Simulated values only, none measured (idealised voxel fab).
Process module under the name voxel transistor to metal
Shown is cross-section cut, with a width of 250 nm and square cells of size 5 nm.
A cross-section is a grid of square cells, given in bands from the top down. A band is one or more rows of cells. What a band's entry tells you: where the top is and where the bottom is, as heights in nm, and after that what lies inside, material by material from left to right, each with its width in nm. Empty space is written as the word "air", and a single material marked with the word "full width" occupies the band from edge to edge. Counting heights begins at 0, where everything beneath is, in the wafer as received, one material. The lowest band has no bottom; it goes on downwards, as "0 -> down" shows. Graded width ("30 to 40"): value in top row of band = first number; value in bottom row = second number; row-to-row change constant. Step marked "no modifications"? Then no cell in the cross-section changed in it. The entry "Closed void list" lists the empty spaces that cover at least 8 cells and have no open path to the top. Each is written as width x height at distance, where the distance is measured from the left edge and all three values are in nm. Anything after a step's settings on that line? It's the simulator's own note about the step. A step line may carry the setting "overlay nm", which, for steps involving a mask, states the distance by which the mask lay to the right of its intended position; negative values denote displacement to the left.

Below is the list of planned process steps:
- 1: RECEIVE | material Si
- 2: CONFORMAL_DEP | material SiO2 | thk nm 5
- 3: CONFORMAL_DEP | material SiN | thk nm 10
- 4: PATTERN | tone cover | mask id ACTIVE | material resist | width nm 95 | pitch nm 125 | thk nm 15 | overlay nm 0
- 5: DIRECTIONAL_ETCH | etch materials SiN | depth nm 10
- 6: DIRECTIONAL_ETCH | etch materials SiO2 | depth nm 5
- 7: DIRECTIONAL_ETCH | etch materials Si | depth nm 25
- 8: STRIP | etch materials resist
- 9: FILL_DEP | material SiO2 | thk nm 5
- 10: CMP | height nm 15
- 11: SELECTIVE_ETCH | etch materials SiO2 | depth nm 5
- 12: STRIP | etch materials SiN
- 13: SELECTIVE_ETCH | etch materials SiO2 | depth nm 5
- 14: OXIDIZE | depth nm 5
- 15: DIRECTIONAL_DEP | material polySi | thk nm 25
- 16: DIRECTIONAL_DEP | material SiCN | thk nm 15
- 17: PATTERN | tone cover | mask id GATE | material resist | width nm 25 | pitch nm 125 | thk nm 20 | overlay nm 0
- 18: DIRECTIONAL_ETCH | etch materials SiCN | depth nm 25
- 19: DIRECTIONAL_ETCH | etch materials polySi | depth nm 35
- 20: STRIP | etch materials resist
- 21: CONFORMAL_DEP | material SiO2 | thk nm 5
- 22: DIRECTIONAL_ETCH | etch materials SiO2 | depth nm 5
- 23: CONFORMAL_DEP | material SiN | thk nm 10
- 24: DIRECTIONAL_ETCH | etch materials SiN | depth nm 10
- 25: DIRECTIONAL_ETCH | etch materials SiO2 | depth nm 5
- 26: DIRECTIONAL_ETCH | etch materials Si | depth nm 5
- 27: EPI | material pSi | thk nm 10
- 28: FILL_DEP | material SiO2 | thk nm 10
- 29: CMP | height nm 40
- 30: DIRECTIONAL_DEP | material SiO2 | thk nm 15
- 31: DIRECTIONAL_DEP | material aC | thk nm 10
- 32: PATTERN | tone open | mask id CONTACT | material resist | width nm 25 | thk nm 25 | overlay nm 0
- 33: DIRECTIONAL_ETCH | etch materials aC | depth nm 10
- 34: STRIP | etch materials resist
- 35: DIRECTIONAL_ETCH | etch materials SiO2 | depth nm 50
- 36: STRIP | etch materials aC
- 37: CONFORMAL_DEP | material TiN | thk nm 5
- 38: FILL_DEP | material Ru | thk nm 5
- 39: CMP | height nm 55
- 40: DIRECTIONAL_DEP | material TiN | thk nm 5
- 41: DIRECTIONAL_DEP | material Ru | thk nm 25
- 42: MASKED_ETCH | tone cover | mask id METAL_1 | width nm 15 | etch materials Ru | depth nm 25 | overlay nm 0
- 43: MASKED_ETCH | tone cover | mask id METAL_1 | width nm 15 | etch materials TiN | depth nm 5 | overlay nm 0
- 44: CONFORMAL_DEP | material SiN | thk nm 5
- 45: FILL_DEP | material lowk | thk nm 10
- 46: CMP | height nm 85
- 47: CONFORMAL_DEP | material SiCN | thk nm 5
- 48: DIRECTIONAL_DEP | material lowk | thk nm 30
- 49: MASKED_ETCH | tone open | mask id METAL_2 | width nm 15 | pitch nm 125 | etch materials lowk | depth nm 20 | overlay nm 0
- 50: DIRECTIONAL_DEP | material aC | thk nm 15
- 51: PATTERN | tone open | mask id METAL_2_HOLES | material resist | width nm 15 | pitch nm 125 | thk nm 30 | overlay nm 0
- 52: DIRECTIONAL_ETCH | etch materials aC | depth nm 15
- 53: STRIP | etch materials resist
- 54: DIRECTIONAL_ETCH | etch materials lowk | depth nm 10
- 55: DIRECTIONAL_ETCH | etch materials SiCN | depth nm 5
- 56: STRIP | etch materials aC
- 57: CONFORMAL_DEP | material TiN | thk nm 5
- 58: FILL_DEP | material Ru | thk nm 5
- 59: CMP | height nm 120
- 60: CONFORMAL_DEP | material SiN | thk nm 5

As-received wafer cross-section (after step 1):
    0 -> down  Si full width
    Closed void list: none

Cross-sectional result after module completion. Note: starting condition and plan are unchanged from above; one processing mistake was made:
    125 -> 120  SiN full width
    120 -> 90  lowk 20 nm  TiN 5 nm  Ru 5 nm  TiN 5 nm  lowk 110 nm  TiN 5 nm  Ru 5 nm  TiN 5 nm  lowk 90 nm
    90 -> 85  SiCN 20 nm  TiN 15 nm  SiCN 110 nm  TiN 15 nm  SiCN 90 nm
    85 -> 60  lowk 15 nm  SiN 5 nm  Ru 15 nm  SiN 5 nm  lowk 45 nm  SiN 5 nm  Ru 15 nm  SiN 5 nm  lowk 30 nm  SiN 5 nm  Ru 15 nm  SiN 5 nm  lowk 45 nm  SiN 5 nm  Ru 15 nm  SiN 5 nm  lowk 15 nm
    60 -> 55  SiN 20 nm  TiN 15 nm  SiN 55 nm  TiN 15 nm  SiN 40 nm  TiN 15 nm  SiN 55 nm  TiN 15 nm  SiN 20 nm
    55 -> 45  SiO2 25 nm  TiN 5 nm  Ru 10 nm  TiN 5 nm  SiO2 40 nm  TiN 5 nm  Ru 10 nm  TiN 5 nm  SiO2 45 nm  TiN 5 nm  Ru 10 nm  TiN 5 nm  SiO2 40 nm  TiN 5 nm  Ru 10 nm  TiN 5 nm  SiO2 20 nm
    45 -> 40  SiO2 25 nm  TiN 20 nm  SiO2 40 nm  TiN 10 nm  Ru 5 nm  TiN 5 nm  SiO2 45 nm  TiN 20 nm  SiO2 40 nm  TiN 10 nm  Ru 5 nm  TiN 5 nm  SiO2 20 nm
    40 -> 25  SiO2 25 nm  TiN 10 nm  SiN 10 nm  SiO2 5 nm  SiCN 25 nm  SiO2 5 nm  SiN 10 nm  TiN 5 nm  Ru 5 nm  TiN 5 nm  SiO2 45 nm  TiN 10 nm  SiN 10 nm  SiO2 5 nm  SiCN 25 nm  SiO2 5 nm  SiN 10 nm  TiN 5 nm  Ru 5 nm  TiN 5 nm  SiO2 20 nm
    25 -> 10  SiO2 25 nm  TiN 10 nm  SiN 10 nm  SiO2 5 nm  polySi 25 nm  SiO2 5 nm  SiN 10 nm  TiN 5 nm  Ru 5 nm  TiN 5 nm  SiO2 45 nm  TiN 10 nm  SiN 10 nm  SiO2 5 nm  polySi 25 nm  SiO2 5 nm  SiN 10 nm  TiN 5 nm  Ru 5 nm  TiN 5 nm  SiO2 20 nm
    10 -> 5  SiO2 25 nm  TiN 10 nm  SiN 10 nm  SiO2 5 nm  polySi 25 nm  SiO2 5 nm  SiN 10 nm  TiN 15 nm  SiO2 45 nm  TiN 10 nm  SiN 10 nm  SiO2 5 nm  polySi 25 nm  SiO2 5 nm  SiN 10 nm  TiN 15 nm  SiO2 20 nm
    5 -> 0  SiO2 15 nm  SiN 10 nm  pSi 10 nm  SiN 10 nm  SiO2 5 nm  polySi 25 nm  SiO2 5 nm  SiN 10 nm  pSi 10 nm  SiN 10 nm  SiO2 30 nm  SiN 10 nm  pSi 10 nm  SiN 10 nm  SiO2 5 nm  polySi 25 nm  SiO2 5 nm  SiN 10 nm  pSi 10 nm  SiN 10 nm  SiO2 15 nm
    0 -> -5  SiO2 25 nm  pSi 10 nm  SiO2 55 nm  pSi 10 nm  SiO2 50 nm  pSi 10 nm  SiO2 55 nm  pSi 10 nm  SiO2 25 nm
    -5 -> -10  SiO2 15 nm  Si 10 nm  pSi 10 nm  Si 55 nm  pSi 10 nm  Si 10 nm  SiO2 30 nm  Si 10 nm  pSi 10 nm  Si 55 nm  pSi 10 nm  Si 10 nm  SiO2 15 nm
    -10 -> -25  SiO2 15 nm  Si 95 nm  SiO2 30 nm  Si 95 nm  SiO2 15 nm
    -25 -> down  Si full width
    Closed void list: none
In executing the process, a mistake was made relative to the plan: in deviation from the planned setting, step 32 was conducted as PATTERN | tone open | mask id CONTACT | material resist | width nm 20 | thk nm 25 | overlay nm 0
